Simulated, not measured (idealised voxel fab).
process module | voxel wiring stack
cross-section cut | 195 nm wide | cells 5 nm
A cross-section is a grid of square cells, given in bands from the top down. A band is one or more rows of cells.
Each band's line starts with the height of the band's top and of its bottom, in nm. Then come its materials from left to right, each with its width in nm. One material with "throughout" fills the band from edge to edge. "air" is empty space.
Height 0 is the level under which the wafer as received is all one material. The lowest band goes on downwards, as in "0 down".
A width such as "30 to 40" changes by the same amount from each row of cells to the next, from the band's top row to its bottom row.
"no change" after a step means that no cell of the cross-section changed.
closed voids: empty space of 8 cells or more with no open way to the top, each as width x height at its distance from the left edge, in nm
after a step's settings: what the simulator itself notes on the step
overlay nm, on a step with a mask: how far to the right of its planned place the mask lay; to the left if negative
plan
1 op RECEIVE | material Si
2 op CONFORMAL_DEP | material SiO2 | thk nm 15
3 op CONFORMAL_DEP | material SiCN | thk nm 5
4 op DIRECTIONAL_DEP | material SiO2 | thk nm 20
5 op MASKED_ETCH | tone open | mask id METAL_1 | width nm 30 | pitch nm 45 | etch materials SiO2 | depth nm 20 | overlay nm 0
6 op MASKED_ETCH | tone open | mask id METAL_1 | width nm 30 | pitch nm 45 | etch materials SiCN | depth nm 5 | overlay nm 0
7 op CONFORMAL_DEP | material TiN | thk nm 5
8 op FILL_DEP | material W | thk nm 10
9 op CMP | height nm 40
10 op CONFORMAL_DEP | material SiCN | thk nm 5
11 op DIRECTIONAL_DEP | material SiO2 | thk nm 15
12 op MASKED_ETCH | tone open | mask id PLUG_1 | width nm 15 | pitch nm 45 | etch materials SiO2 | depth nm 15 | overlay nm 0
13 op MASKED_ETCH | tone open | mask id PLUG_1 | width nm 15 | pitch nm 45 | etch materials SiCN | depth nm 5 | overlay nm 0
14 op CONFORMAL_DEP | material TiN | thk nm 5
15 op FILL_DEP | material Cu | thk nm 10
16 op CMP | height nm 60
17 op CONFORMAL_DEP | material SiCN | thk nm 5
18 op DIRECTIONAL_DEP | material lowk | thk nm 25
19 op DIRECTIONAL_DEP | material aC | thk nm 10
20 op PATTERN | tone open | mask id METAL_2 | material resist | width nm 30 | pitch nm 45 | thk nm 30 | overlay nm 0
21 op DIRECTIONAL_ETCH | etch materials aC | depth nm 10
22 op STRIP | etch materials resist
23 op DIRECTIONAL_ETCH | etch materials lowk | depth nm 25
24 op DIRECTIONAL_ETCH | etch materials SiCN | depth nm 5
25 op STRIP | etch materials aC
26 op CONFORMAL_DEP | material TiN | thk nm 5
27 op FILL_DEP | material Ru | thk nm 10
28 op CMP | height nm 90
29 op CONFORMAL_DEP | material SiCN | thk nm 5
first wafer, as planned
as received, after step 1
  0 down: Si throughout
  closed voids: none
after step 2
  15 to 0: SiO2 throughout
  below 0: unchanged
after step 3
  20 to 15: SiCN throughout
  below 15: unchanged
after step 4
  40 to 20: SiO2 throughout
  below 20: unchanged
after step 5
  40 to 20: SiO2 60 | air 30 | SiO2 15 | air 30 | SiO2 60
  below 20: unchanged
after step 6
  40 to 20: SiO2 60 | air 30 | SiO2 15 | air 30 | SiO2 60
  20 to 15: SiCN 60 | air 30 | SiCN 15 | air 30 | SiCN 60
  below 15: unchanged
after step 7
  45 to 40: TiN 65 | air 20 | TiN 25 | air 20 | TiN 65
  40 to 20: SiO2 60 | TiN 5 | air 20 | TiN 5 | SiO2 15 | TiN 5 | air 20 | TiN 5 | SiO2 60
  20 to 15: SiCN 60 | TiN 30 | SiCN 15 | TiN 30 | SiCN 60
  below 15: unchanged
after step 8
  55 to 45: W throughout
  45 to 40: TiN 65 | W 20 | TiN 25 | W 20 | TiN 65
  40 to 20: SiO2 60 | TiN 5 | W 20 | TiN 5 | SiO2 15 | TiN 5 | W 20 | TiN 5 | SiO2 60
  below 20: unchanged
after step 9
  40 to 20: SiO2 60 | TiN 5 | W 20 | TiN 5 | SiO2 15 | TiN 5 | W 20 | TiN 5 | SiO2 60
  below 20: unchanged
after step 10
  45 to 40: SiCN throughout
  below 40: unchanged
after step 11
  60 to 45: SiO2 throughout
  below 45: unchanged
after step 12
  60 to 45: SiO2 60 | air 15 | SiO2 30 | air 15 | SiO2 75
  below 45: unchanged
after step 13
  60 to 45: SiO2 60 | air 15 | SiO2 30 | air 15 | SiO2 75
  45 to 40: SiCN 60 | air 15 | SiCN 30 | air 15 | SiCN 75
  below 40: unchanged
after step 14
  65 to 60: TiN 65 | air 5 | TiN 40 | air 5 | TiN 80
  60 to 45: SiO2 60 | TiN 5 | air 5 | TiN 5 | SiO2 30 | TiN 5 | air 5 | TiN 5 | SiO2 75
  45 to 40: SiCN 60 | TiN 15 | SiCN 30 | TiN 15 | SiCN 75
  below 40: unchanged
after step 15
  75 to 65: Cu throughout
  65 to 60: TiN 65 | Cu 5 | TiN 40 | Cu 5 | TiN 80
  60 to 45: SiO2 60 | TiN 5 | Cu 5 | TiN 5 | SiO2 30 | TiN 5 | Cu 5 | TiN 5 | SiO2 75
  below 45: unchanged
after step 16
  60 to 45: SiO2 60 | TiN 5 | Cu 5 | TiN 5 | SiO2 30 | TiN 5 | Cu 5 | TiN 5 | SiO2 75
  below 45: unchanged
after step 17
  65 to 60: SiCN throughout
  below 60: unchanged
after step 18
  90 to 65: lowk throughout
  below 65: unchanged
after step 19
  100 to 90: aC throughout
  below 90: unchanged
after step 20
  130 to 100: resist 60 | air 30 | resist 15 | air 30 | resist 60
  below 100: unchanged
after step 21
  120 to 100: resist 60 | air 30 | resist 15 | air 30 | resist 60
  100 to 90: aC 60 | air 30 | aC 15 | air 30 | aC 60
  below 90: unchanged
after step 22
  100 to 90: aC 60 | air 30 | aC 15 | air 30 | aC 60
  below 90: unchanged
after step 23
  100 to 90: aC 60 | air 30 | aC 15 | air 30 | aC 60
  90 to 65: lowk 60 | air 30 | lowk 15 | air 30 | lowk 60
  below 65: unchanged
after step 24
  100 to 90: aC 60 | air 30 | aC 15 | air 30 | aC 60
  90 to 65: lowk 60 | air 30 | lowk 15 | air 30 | lowk 60
  65 to 60: SiCN 60 | air 30 | SiCN 15 | air 30 | SiCN 60
  below 60: unchanged
after step 25
  90 to 65: lowk 60 | air 30 | lowk 15 | air 30 | lowk 60
  below 65: unchanged
after step 26
  95 to 90: TiN 65 | air 20 | TiN 25 | air 20 | TiN 65
  90 to 65: lowk 60 | TiN 5 | air 20 | TiN 5 | lowk 15 | TiN 5 | air 20 | TiN 5 | lowk 60
  65 to 60: SiCN 60 | TiN 30 | SiCN 15 | TiN 30 | SiCN 60
  below 60: unchanged
after step 27
  105 to 95: Ru throughout
  95 to 90: TiN 65 | Ru 20 | TiN 25 | Ru 20 | TiN 65
  90 to 65: lowk 60 | TiN 5 | Ru 20 | TiN 5 | lowk 15 | TiN 5 | Ru 20 | TiN 5 | lowk 60
  below 65: unchanged
after step 28
  90 to 65: lowk 60 | TiN 5 | Ru 20 | TiN 5 | lowk 15 | TiN 5 | Ru 20 | TiN 5 | lowk 60
  below 65: unchanged
after step 29
  95 to 90: SiCN throughout
  below 90: unchanged
second wafer: like start, like plan, one mistake. Through step 11 it matches the first wafer
when step 12 should have ended
  60 to 45: air 60 | SiO2 15 | air 30 | SiO2 15 | air 75
  below 45: unchanged
when step 13 should have ended: no change
when step 14 should have ended
  65 to 60: air 55 | TiN 25 | air 20 | TiN 25 | air 70
  60 to 50: air 55 | TiN 5 | SiO2 15 | TiN 5 | air 20 | TiN 5 | SiO2 15 | TiN 5 | air 70
  50 to 45: TiN 60 | SiO2 15 | TiN 30 | SiO2 15 | TiN 75
  below 45: unchanged
when step 15 should have ended
  75 to 65: Cu throughout
  65 to 60: Cu 55 | TiN 25 | Cu 20 | TiN 25 | Cu 70
  60 to 50: Cu 55 | TiN 5 | SiO2 15 | TiN 5 | Cu 20 | TiN 5 | SiO2 15 | TiN 5 | Cu 70
  below 50: unchanged
when step 16 should have ended
  60 to 50: Cu 55 | TiN 5 | SiO2 15 | TiN 5 | Cu 20 | TiN 5 | SiO2 15 | TiN 5 | Cu 70
  below 50: unchanged
when step 17 should have ended
  65 to 60: SiCN throughout
  below 60: unchanged
when step 18 should have ended
  90 to 65: lowk throughout
  below 65: unchanged
when step 19 should have ended
  100 to 90: aC throughout
  below 90: unchanged
when step 20 should have ended
  130 to 100: resist 60 | air 30 | resist 15 | air 30 | resist 60
  below 100: unchanged
when step 21 should have ended
  120 to 100: resist 60 | air 30 | resist 15 | air 30 | resist 60
  100 to 90: aC 60 | air 30 | aC 15 | air 30 | aC 60
  below 90: unchanged
when step 22 should have ended
  100 to 90: aC 60 | air 30 | aC 15 | air 30 | aC 60
  below 90: unchanged
when step 23 should have ended
  100 to 90: aC 60 | air 30 | aC 15 | air 30 | aC 60
  90 to 65: lowk 60 | air 30 | lowk 15 | air 30 | lowk 60
  below 65: unchanged
when step 24 should have ended
  100 to 90: aC 60 | air 30 | aC 15 | air 30 | aC 60
  90 to 65: lowk 60 | air 30 | lowk 15 | air 30 | lowk 60
  65 to 60: SiCN 60 | air 30 | SiCN 15 | air 30 | SiCN 60
  below 60: unchanged
when step 25 should have ended
  90 to 65: lowk 60 | air 30 | lowk 15 | air 30 | lowk 60
  below 65: unchanged
when step 26 should have ended
  95 to 90: TiN 65 | air 20 | TiN 25 | air 20 | TiN 65
  90 to 65: lowk 60 | TiN 5 | air 20 | TiN 5 | lowk 15 | TiN 5 | air 20 | TiN 5 | lowk 60
  65 to 60: SiCN 60 | TiN 30 | SiCN 15 | TiN 30 | SiCN 60
  below 60: unchanged
when step 27 should have ended
  105 to 95: Ru throughout
  95 to 90: TiN 65 | Ru 20 | TiN 25 | Ru 20 | TiN 65
  90 to 65: lowk 60 | TiN 5 | Ru 20 | TiN 5 | lowk 15 | TiN 5 | Ru 20 | TiN 5 | lowk 60
  below 65: unchanged
when step 28 should have ended
  90 to 65: lowk 60 | TiN 5 | Ru 20 | TiN 5 | lowk 15 | TiN 5 | Ru 20 | TiN 5 | lowk 60
  below 65: unchanged
when step 29 should have ended
  95 to 90: SiCN throughout
  below 90: unchanged
what went wrong: step 12 ran as: op MASKED_ETCH | tone cover | mask id PLUG_1 | width nm 15 | pitch nm 45 | etch materials SiO2 | depth nm 15 | overlay nm 0
at the end the second wafer has, in cells: 52 more of Cu | 6 more of SiCN | 81 fewer of SiO2 | 23 more of TiN
